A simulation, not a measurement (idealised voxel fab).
process module | voxel spacer lines
cross-section cut | 200 nm wide | cells 5 nm
A cross-section is a grid of square cells, given in bands from the top down. A band is one or more rows of cells.
Each band's line starts with the height of the band's top and of its bottom, in nm. Then come its materials from left to right, each with its width in nm. One material with "throughout" fills the band from edge to edge. "air" is empty space.
Height 0 is the level under which the wafer as received is all one material. The lowest band goes on downwards, as in "0 down".
A width such as "30 to 40" changes by the same amount from each row of cells to the next, from the band's top row to its bottom row.
"no change" after a step means that no cell of the cross-section changed.
closed voids: empty space of 8 cells or more with no open way to the top, each as width x height at its distance from the left edge, in nm
after a step's settings: what the simulator itself notes on the step
overlay nm, on a step with a mask: how far to the right of its planned place the mask lay; to the left if negative
plan
1 op RECEIVE | material Si
2 op CONFORMAL_DEP | material Al2O3 | thk nm 5
3 op DIRECTIONAL_DEP | material TiN | thk nm 15
4 op DIRECTIONAL_DEP | material aC | thk nm 25
5 op PATTERN | tone cover | mask id MANDREL | material resist | width nm 20 | pitch nm 60 | thk nm 35 | overlay nm 0
6 op DIRECTIONAL_ETCH | etch materials aC | depth nm 25
7 op STRIP | etch materials resist
8 op CONFORMAL_DEP | material SiO2 | thk nm 10
9 op DIRECTIONAL_ETCH | etch materials SiO2 | depth nm 10
10 op STRIP | etch materials aC
11 op DIRECTIONAL_ETCH | etch materials TiN | depth nm 15
12 op STRIP | etch materials SiO2
13 op FILL_DEP | material lowk | thk nm 5
14 op CMP | height nm 20
as received, after step 1
  0 down: Si throughout
  closed voids: none
a wafer at the end: this start, this plan, one mistake
  20 to 15: Al2O3 throughout
  15 to 0: TiN throughout
  0 down: Si throughout
  closed voids: none
what went wrong: steps 2 and 3 were swapped
